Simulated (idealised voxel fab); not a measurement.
The document below concerns the process module designated voxel capacitor over wiring.
The cross-section shown here is cut; it is 240 nm wide and divided into square cells measuring 5 nm on a side.
Reading order for cross-sections: top band down to bottom band. Underlying form: a grid of square cells. Band size: one or more rows of cells. Look at the band entry: it leads with the top's height and the bottom's height in nm. Then it lists the materials left to right, with a width in nm for each. The word "all across" on a single material says that material fills the band edge to edge. The word "empty" is empty space. Where do heights start? At 0: under that level the wafer as delivered is made of one material only. And the lowest band has no floor; it just carries on downward, as in "0 and below". You'd read "30->40" like this: the band's top row of cells is as wide as the first number, its bottom row is as wide as the second, and going down, every row changes width by the same amount as the row before did. Given "same as before" for a step, no cell of the cross-section differs between before and after that step. "Trapped void list" specifies each empty space that is not open to the top and that occupies no fewer than 8 cells, using the form width x height at distance, the distance measured from the left edge and all three quantities in nm. Whatever follows a step's settings on its line is a remark the simulator itself makes about that step. "overlay nm" on a masked step: distance the mask lay right of its planned place, negative for left.
# Planned step list for the process
1 RECEIVE: material Si
2 CONFORMAL_DEP: material SiO2, thk nm 10
3 CONFORMAL_DEP: material SiN, thk nm 5
4 DIRECTIONAL_DEP: material lowk, thk nm 25
5 MASKED_ETCH: tone open, mask id METAL_1, width nm 20, pitch nm 80, etch materials lowk, depth nm 25, overlay nm 0
6 MASKED_ETCH: tone open, mask id METAL_1, width nm 20, pitch nm 80, etch materials SiN, depth nm 5, overlay nm 0
7 CONFORMAL_DEP: material TiN, thk nm 5
8 FILL_DEP: material Cu, thk nm 5
9 CMP: height nm 40
10 EPI: material Ru, thk nm 5
11 FILL_DEP: material SiCN, thk nm 5
12 DIRECTIONAL_DEP: material SiO2, thk nm 10
13 PATTERN: tone open, mask id PLUG_1, material resist, width nm 15, thk nm 15, overlay nm 0
14 DIRECTIONAL_ETCH: etch materials SiO2, depth nm 10
15 DIRECTIONAL_ETCH: etch materials SiCN, depth nm 5
16 STRIP: etch materials resist
17 CONFORMAL_DEP: material TiN, thk nm 5
18 FILL_DEP: material Ru, thk nm 5
19 CMP: height nm 60
20 DIRECTIONAL_DEP: material TiN, thk nm 5
21 DIRECTIONAL_DEP: material HfO2, thk nm 5
22 DIRECTIONAL_DEP: material TiN, thk nm 10
23 MASKED_ETCH: tone cover, mask id UPPER_PLATE, width nm 65, etch materials TiN, depth nm 10, overlay nm 0
24 MASKED_ETCH: tone cover, mask id UPPER_PLATE, width nm 65, etch materials HfO2, depth nm 5, overlay nm 0
25 MASKED_ETCH: tone cover, mask id LOWER_PLATE, width nm 75, etch materials TiN, depth nm 5, overlay nm 0
26 FILL_DEP: material SiO2, thk nm 20
27 CMP: height nm 95
28 PATTERN: tone open, mask id PLUG_2, material resist, width nm 15, thk nm 20, overlay nm 0
29 DIRECTIONAL_ETCH: etch materials SiO2, depth nm 15
30 STRIP: etch materials resist
31 CONFORMAL_DEP: material TiN, thk nm 5
32 FILL_DEP: material Cu, thk nm 5
33 CMP: height nm 95
34 CONFORMAL_DEP: material SiCN, thk nm 5
# As-received state of the wafer in cross-section, equivalent to post-step 1
	0 and below | Si all across
	Trapped void list: none
# Figure: cross-sectional view of the wafer upon completion of the module, processed from the initial state and according to the plan depicted above, with one error introduced during execution
	100 down to 95 | SiCN all across
	95 down to 85 | SiO2 85; TiN 5; Cu 10; TiN 5; SiO2 135
	85 down to 80 | SiO2 85; TiN 20; SiO2 135
	80 down to 70 | SiO2 75; TiN 65; SiO2 100
	70 down to 65 | SiO2 75; HfO2 65; SiO2 100
	65 down to 60 | SiO2 70; TiN 75; SiO2 95
	60 down to 50 | SiO2 75; TiN 5; Ru 5; TiN 5; SiO2 150
	50 down to 45 | SiCN 75; TiN 15; SiCN 150
	45 down to 40 | SiCN 65; Ru 30; SiCN 50; Ru 30; SiCN 65
	40 down to 15 | lowk 70; TiN 5; Cu 10; TiN 5; lowk 60; TiN 5; Cu 10; TiN 5; lowk 70
	15 down to 10 | SiN 70; TiN 20; SiN 60; TiN 20; SiN 70
	10 down to 0 | SiO2 all across
	0 and below | Si all across
	Trapped void list: none
What broke from the plan during processing? planned and actual differ for step 28; actual: PATTERN: tone open, mask id PLUG_2, material resist, width nm 20, thk nm 20, overlay nm 0
